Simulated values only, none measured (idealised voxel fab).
Process module under the name voxel released beams
190 nm wide, 5 nm square cells: that's cross-section cut.
For the purposes of this document, a cross-section shall be understood as a grid of square cells, specified as bands listed in top-to-bottom order, each band consisting of one or more rows of cells.
What a band's entry tells you: where the top is and where the bottom is, as heights in nm, and after that what lies inside, material by material from left to right, each with its width in nm. Empty space is written as the word "air", and a single material marked with the word "all across" occupies the band from edge to edge.
Zero point of the height axis is 0; under it, received wafer = one material. Lowest band: continues down indefinitely, "from 0 down".
It should be noted that a width expressed as "30->40" varies in equal increments from row to row of cells within the band, taking the value of the first number at the top row and that of the second number at the bottom row.
"remains unaltered" after a step means that no cell of the cross-section changed.
"Enclosed void listing": empty spaces of 8 cells or more with no open way to the top, each given as width x height at distance, distance from the left edge, all in nm.
What comes after the settings on a step's line is commentary from the simulator itself on that step.
overlay nm, on a step with a mask: how far to the right of its planned place the mask lay; to the left if negative
STEPS PLANNED FOR THE PROCESS
step 1: RECEIVE | material Si
step 2: CONFORMAL_DEP | material Al2O3 | thk nm 5
step 3: DIRECTIONAL_DEP | material SiO2 | thk nm 20
step 4: MASKED_ETCH | tone open | mask id ANCHOR | width nm 35 | etch materials SiO2 | depth nm 20 | overlay nm 0
step 5: CONFORMAL_DEP | material W | thk nm 15
step 6: MASKED_ETCH | tone cover | mask id BEAM | width nm 80 | etch materials W | depth nm 15 | overlay nm 0
step 7: STRIP | etch materials SiO2
Where the wafers of this document differ is in the width nm of step 6; they start out the same, and the plan states the value that applied to the first wafer.
CROSS-SECTION OF THE FIRST OF SEVERAL WAFERS ON RECEIPT, REFLECTING COMPLETION OF STEP 1
  from 0 down: Si all across
  Enclosed void listing: none
PER-WAFER ROWS BELOW. FOR EACH MATERIAL: CELLS GAINED (+) OR LOST (-) SINCE THE WAFER WAS RECEIVED, AS OF END OF MODULE. THEN: CLOSED VOIDS
width nm 80; +38 Al2O3; +72 W; Enclosed void listing: none
width nm 85; +38 Al2O3; +75 W; Enclosed void listing: none
width nm 90; +38 Al2O3; +78 W; Enclosed void listing: none
width nm 95; +38 Al2O3; +81 W; Enclosed void listing: none
width nm 100; +38 Al2O3; +84 W; Enclosed void listing: none
width nm 105; +38 Al2O3; +87 W; Enclosed void listing: none
